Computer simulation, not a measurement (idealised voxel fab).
process module | voxel capacitor over wiring
cross-section cut | 300 nm wide | cells 5 nm
A cross-section is a grid of square cells, given in bands from the top down. A band is one or more rows of cells.
Each band's line starts with the height of the band's top and of its bottom, in nm. Then come its materials from left to right, each with its width in nm. One material with "throughout" fills the band from edge to edge. "air" is empty space.
Height 0 is the level under which the wafer as received is all one material. The lowest band goes on downwards, as in "0 down".
A width such as "30 to 40" changes by the same amount from each row of cells to the next, from the band's top row to its bottom row.
"no change" after a step means that no cell of the cross-section changed.
closed voids: empty space of 8 cells or more with no open way to the top, each as width x height at its distance from the left edge, in nm
after a step's settings: what the simulator itself notes on the step
overlay nm, on a step with a mask: how far to the right of its planned place the mask lay; to the left if negative
plan
1 op RECEIVE | material Si
2 op CONFORMAL_DEP | material SiO2 | thk nm 10
3 op DIRECTIONAL_DEP | material TiN | thk nm 5
4 op DIRECTIONAL_DEP | material W | thk nm 20
5 op DIRECTIONAL_DEP | material aC | thk nm 15
6 op PATTERN | tone cover | mask id METAL_1 | material resist | width nm 30 | pitch nm 95 | thk nm 35 | overlay nm 0
7 op DIRECTIONAL_ETCH | etch materials aC | depth nm 15
8 op STRIP | etch materials resist
9 op DIRECTIONAL_ETCH | etch materials W | depth nm 20
10 op DIRECTIONAL_ETCH | etch materials TiN | depth nm 5
11 op STRIP | etch materials aC
12 op FILL_DEP | material SiO2 | thk nm 5
13 op CMP | height nm 35
14 op CONFORMAL_DEP | material SiCN | thk nm 5
15 op DIRECTIONAL_DEP | material lowk | thk nm 20
16 op PATTERN | tone open | mask id PLUG_1 | material resist | width nm 15 | thk nm 20 | overlay nm 0
17 op DIRECTIONAL_ETCH | etch materials lowk | depth nm 20
18 op DIRECTIONAL_ETCH | etch materials SiCN | depth nm 5
19 op STRIP | etch materials resist
20 op CONFORMAL_DEP | material TiN | thk nm 5
21 op FILL_DEP | material Cu | thk nm 5
22 op CMP | height nm 60
23 op DIRECTIONAL_DEP | material TiN | thk nm 10
24 op DIRECTIONAL_DEP | material HfO2 | thk nm 5
25 op DIRECTIONAL_DEP | material TiN | thk nm 5
26 op PATTERN | tone cover | mask id UPPER_PLATE | material resist | width nm 70 | thk nm 20 | overlay nm 0
27 op DIRECTIONAL_ETCH | etch materials TiN | depth nm 5
28 op DIRECTIONAL_ETCH | etch materials HfO2 | depth nm 5
29 op STRIP | etch materials resist
30 op DIRECTIONAL_DEP | material aC | thk nm 15
31 op PATTERN | tone cover | mask id LOWER_PLATE | material resist | width nm 80 | thk nm 30 | overlay nm 0
32 op DIRECTIONAL_ETCH | etch materials aC | depth nm 15
33 op STRIP | etch materials resist
34 op DIRECTIONAL_ETCH | etch materials TiN | depth nm 10
35 op STRIP | etch materials aC
36 op FILL_DEP | material SiO2 | thk nm 15
37 op CMP | height nm 90
38 op MASKED_ETCH | tone open | mask id PLUG_2 | width nm 15 | etch materials SiO2 | depth nm 10 | overlay nm 0
39 op CONFORMAL_DEP | material TiN | thk nm 5
40 op FILL_DEP | material Ru | thk nm 10
41 op CMP | height nm 90
42 op CONFORMAL_DEP | material SiN | thk nm 5
first wafer, as planned
as received, after step 1
  0 down: Si throughout
  closed voids: none
after step 2
  10 to 0: SiO2 throughout
  below 0: unchanged
after step 3
  15 to 10: TiN throughout
  below 10: unchanged
after step 4
  35 to 15: W throughout
  below 15: unchanged
after step 5
  50 to 35: aC throughout
  below 35: unchanged
after step 6
  85 to 50: air 85 | resist 30 | air 65 | resist 30 | air 90
  below 50: unchanged
after step 7
  70 to 50: air 85 | resist 30 | air 65 | resist 30 | air 90
  50 to 35: air 85 | aC 30 | air 65 | aC 30 | air 90
  below 35: unchanged
after step 8
  50 to 35: air 85 | aC 30 | air 65 | aC 30 | air 90
  below 35: unchanged
after step 9
  50 to 35: air 85 | aC 30 | air 65 | aC 30 | air 90
  35 to 15: air 85 | W 30 | air 65 | W 30 | air 90
  below 15: unchanged
after step 10
  50 to 35: air 85 | aC 30 | air 65 | aC 30 | air 90
  35 to 15: air 85 | W 30 | air 65 | W 30 | air 90
  15 to 10: air 85 | TiN 30 | air 65 | TiN 30 | air 90
  below 10: unchanged
after step 11
  35 to 15: air 85 | W 30 | air 65 | W 30 | air 90
  below 15: unchanged
after step 12
  40 to 35: SiO2 throughout
  35 to 15: SiO2 85 | W 30 | SiO2 65 | W 30 | SiO2 90
  15 to 10: SiO2 85 | TiN 30 | SiO2 65 | TiN 30 | SiO2 90
  below 10: unchanged
after step 13
  35 to 15: SiO2 85 | W 30 | SiO2 65 | W 30 | SiO2 90
  below 15: unchanged
after step 14
  40 to 35: SiCN throughout
  below 35: unchanged
after step 15
  60 to 40: lowk throughout
  below 40: unchanged
after step 16
  80 to 60: resist 100 | air 15 | resist 185
  below 60: unchanged
after step 17
  80 to 60: resist 100 | air 15 | resist 185
  60 to 40: lowk 100 | air 15 | lowk 185
  below 40: unchanged
after step 18
  80 to 60: resist 100 | air 15 | resist 185
  60 to 40: lowk 100 | air 15 | lowk 185
  40 to 35: SiCN 100 | air 15 | SiCN 185
  below 35: unchanged
after step 19
  60 to 40: lowk 100 | air 15 | lowk 185
  below 40: unchanged
after step 20
  65 to 60: TiN 105 | air 5 | TiN 190
  60 to 40: lowk 100 | TiN 5 | air 5 | TiN 5 | lowk 185
  40 to 35: SiCN 100 | TiN 15 | SiCN 185
  below 35: unchanged
after step 21
  70 to 65: Cu throughout
  65 to 60: TiN 105 | Cu 5 | TiN 190
  60 to 40: lowk 100 | TiN 5 | Cu 5 | TiN 5 | lowk 185
  below 40: unchanged
after step 22
  60 to 40: lowk 100 | TiN 5 | Cu 5 | TiN 5 | lowk 185
  below 40: unchanged
after step 23
  70 to 60: TiN throughout
  below 60: unchanged
after step 24
  75 to 70: HfO2 throughout
  below 70: unchanged
after step 25
  80 to 75: TiN throughout
  below 75: unchanged
after step 26
  100 to 80: air 100 | resist 70 | air 130
  below 80: unchanged
after step 27
  100 to 80: air 100 | resist 70 | air 130
  80 to 75: air 100 | TiN 70 | air 130
  below 75: unchanged
after step 28
  100 to 80: air 100 | resist 70 | air 130
  80 to 75: air 100 | TiN 70 | air 130
  75 to 70: air 100 | HfO2 70 | air 130
  below 70: unchanged
after step 29
  80 to 75: air 100 | TiN 70 | air 130
  below 75: unchanged
after step 30
  95 to 85: air 100 | aC 70 | air 130
  85 to 80: aC throughout
  80 to 75: aC 100 | TiN 70 | aC 130
  75 to 70: aC 100 | HfO2 70 | aC 130
  below 70: unchanged
after step 31
  125 to 95: air 95 | resist 80 | air 125
  95 to 85: air 95 | resist 5 | aC 70 | resist 5 | air 125
  below 85: unchanged
after step 32
  110 to 95: air 95 | resist 80 | air 125
  95 to 85: air 95 | resist 5 | aC 70 | resist 5 | air 125
  85 to 80: air 95 | aC 80 | air 125
  80 to 75: air 95 | aC 5 | TiN 70 | aC 5 | air 125
  75 to 70: air 95 | aC 5 | HfO2 70 | aC 5 | air 125
  below 70: unchanged
after step 33
  95 to 85: air 100 | aC 70 | air 130
  below 85: unchanged
after step 34
  95 to 85: air 100 | aC 70 | air 130
  85 to 80: air 95 | aC 80 | air 125
  80 to 75: air 95 | aC 5 | TiN 70 | aC 5 | air 125
  75 to 70: air 95 | aC 5 | HfO2 70 | aC 5 | air 125
  70 to 60: air 95 | TiN 80 | air 125
  below 60: unchanged
after step 35
  80 to 75: air 100 | TiN 70 | air 130
  75 to 70: air 100 | HfO2 70 | air 130
  below 70: unchanged
after step 36
  95 to 80: SiO2 throughout
  80 to 75: SiO2 100 | TiN 70 | SiO2 130
  75 to 70: SiO2 100 | HfO2 70 | SiO2 130
  70 to 60: SiO2 95 | TiN 80 | SiO2 125
  below 60: unchanged
after step 37
  90 to 80: SiO2 throughout
  below 80: unchanged
after step 38
  90 to 80: SiO2 110 | air 15 | SiO2 175
  below 80: unchanged
after step 39
  95 to 90: TiN 115 | air 5 | TiN 180
  90 to 85: SiO2 110 | TiN 5 | air 5 | TiN 5 | SiO2 175
  85 to 75: SiO2 110 to 100 | TiN 15 to 70 | SiO2 175 to 130
  below 75: unchanged
after step 40
  105 to 95: Ru throughout
  95 to 90: TiN 115 | Ru 5 | TiN 180
  90 to 85: SiO2 110 | TiN 5 | Ru 5 | TiN 5 | SiO2 175
  below 85: unchanged
after step 41
  90 to 85: SiO2 110 | TiN 5 | Ru 5 | TiN 5 | SiO2 175
  below 85: unchanged
after step 42
  95 to 90: SiN throughout
  below 90: unchanged
second wafer: like start, like plan, one mistake. Through step 2 it matches the first wafer
when step 3 should have ended
  30 to 10: W throughout
  below 10: unchanged
when step 4 should have ended
  35 to 30: TiN throughout
  below 30: unchanged
when step 5 should have ended
  50 to 35: aC throughout
  below 35: unchanged
when step 6 should have ended
  85 to 50: air 85 | resist 30 | air 65 | resist 30 | air 90
  below 50: unchanged
when step 7 should have ended
  70 to 50: air 85 | resist 30 | air 65 | resist 30 | air 90
  50 to 35: air 85 | aC 30 | air 65 | aC 30 | air 90
  below 35: unchanged
when step 8 should have ended
  50 to 35: air 85 | aC 30 | air 65 | aC 30 | air 90
  below 35: unchanged
when step 9 should have ended: no change
when step 10 should have ended
  50 to 35: air 85 | aC 30 | air 65 | aC 30 | air 90
  35 to 30: air 85 | TiN 30 | air 65 | TiN 30 | air 90
  below 30: unchanged
when step 11 should have ended
  35 to 30: air 85 | TiN 30 | air 65 | TiN 30 | air 90
  below 30: unchanged
when step 12 should have ended
  40 to 35: SiO2 throughout
  35 to 30: SiO2 85 | TiN 30 | SiO2 65 | TiN 30 | SiO2 90
  below 30: unchanged
when step 13 should have ended
  35 to 30: SiO2 85 | TiN 30 | SiO2 65 | TiN 30 | SiO2 90
  below 30: unchanged
when step 14 should have ended
  40 to 35: SiCN throughout
  below 35: unchanged
when step 15 should have ended
  60 to 40: lowk throughout
  below 40: unchanged
when step 16 should have ended
  80 to 60: resist 100 | air 15 | resist 185
  below 60: unchanged
when step 17 should have ended
  80 to 60: resist 100 | air 15 | resist 185
  60 to 40: lowk 100 | air 15 | lowk 185
  below 40: unchanged
when step 18 should have ended
  80 to 60: resist 100 | air 15 | resist 185
  60 to 40: lowk 100 | air 15 | lowk 185
  40 to 35: SiCN 100 | air 15 | SiCN 185
  below 35: unchanged
when step 19 should have ended
  60 to 40: lowk 100 | air 15 | lowk 185
  below 40: unchanged
when step 20 should have ended
  65 to 60: TiN 105 | air 5 | TiN 190
  60 to 40: lowk 100 | TiN 5 | air 5 | TiN 5 | lowk 185
  40 to 35: SiCN 100 | TiN 15 | SiCN 185
  below 35: unchanged
when step 21 should have ended
  70 to 65: Cu throughout
  65 to 60: TiN 105 | Cu 5 | TiN 190
  60 to 40: lowk 100 | TiN 5 | Cu 5 | TiN 5 | lowk 185
  below 40: unchanged
when step 22 should have ended
  60 to 40: lowk 100 | TiN 5 | Cu 5 | TiN 5 | lowk 185
  below 40: unchanged
when step 23 should have ended
  70 to 60: TiN throughout
  below 60: unchanged
when step 24 should have ended
  75 to 70: HfO2 throughout
  below 70: unchanged
when step 25 should have ended
  80 to 75: TiN throughout
  below 75: unchanged
when step 26 should have ended
  100 to 80: air 100 | resist 70 | air 130
  below 80: unchanged
when step 27 should have ended
  100 to 80: air 100 | resist 70 | air 130
  80 to 75: air 100 | TiN 70 | air 130
  below 75: unchanged
when step 28 should have ended
  100 to 80: air 100 | resist 70 | air 130
  80 to 75: air 100 | TiN 70 | air 130
  75 to 70: air 100 | HfO2 70 | air 130
  below 70: unchanged
when step 29 should have ended
  80 to 75: air 100 | TiN 70 | air 130
  below 75: unchanged
when step 30 should have ended
  95 to 85: air 100 | aC 70 | air 130
  85 to 80: aC throughout
  80 to 75: aC 100 | TiN 70 | aC 130
  75 to 70: aC 100 | HfO2 70 | aC 130
  below 70: unchanged
when step 31 should have ended
  125 to 95: air 95 | resist 80 | air 125
  95 to 85: air 95 | resist 5 | aC 70 | resist 5 | air 125
  below 85: unchanged
when step 32 should have ended
  110 to 95: air 95 | resist 80 | air 125
  95 to 85: air 95 | resist 5 | aC 70 | resist 5 | air 125
  85 to 80: air 95 | aC 80 | air 125
  80 to 75: air 95 | aC 5 | TiN 70 | aC 5 | air 125
  75 to 70: air 95 | aC 5 | HfO2 70 | aC 5 | air 125
  below 70: unchanged
when step 33 should have ended
  95 to 85: air 100 | aC 70 | air 130
  below 85: unchanged
when step 34 should have ended
  95 to 85: air 100 | aC 70 | air 130
  85 to 80: air 95 | aC 80 | air 125
  80 to 75: air 95 | aC 5 | TiN 70 | aC 5 | air 125
  75 to 70: air 95 | aC 5 | HfO2 70 | aC 5 | air 125
  70 to 60: air 95 | TiN 80 | air 125
  below 60: unchanged
when step 35 should have ended
  80 to 75: air 100 | TiN 70 | air 130
  75 to 70: air 100 | HfO2 70 | air 130
  below 70: unchanged
when step 36 should have ended
  95 to 80: SiO2 throughout
  80 to 75: SiO2 100 | TiN 70 | SiO2 130
  75 to 70: SiO2 100 | HfO2 70 | SiO2 130
  70 to 60: SiO2 95 | TiN 80 | SiO2 125
  below 60: unchanged
when step 37 should have ended
  90 to 80: SiO2 throughout
  below 80: unchanged
when step 38 should have ended
  90 to 80: SiO2 110 | air 15 | SiO2 175
  below 80: unchanged
when step 39 should have ended
  95 to 90: TiN 115 | air 5 | TiN 180
  90 to 85: SiO2 110 | TiN 5 | air 5 | TiN 5 | SiO2 175
  85 to 75: SiO2 110 to 100 | TiN 15 to 70 | SiO2 175 to 130
  below 75: unchanged
when step 40 should have ended
  105 to 95: Ru throughout
  95 to 90: TiN 115 | Ru 5 | TiN 180
  90 to 85: SiO2 110 | TiN 5 | Ru 5 | TiN 5 | SiO2 175
  below 85: unchanged
when step 41 should have ended
  90 to 85: SiO2 110 | TiN 5 | Ru 5 | TiN 5 | SiO2 175
  below 85: unchanged
when step 42 should have ended
  95 to 90: SiN throughout
  below 90: unchanged
what went wrong: steps 3 and 4 were swapped
at the end the second wafer has, in cells: 192 fewer of SiO2 | 192 more of W
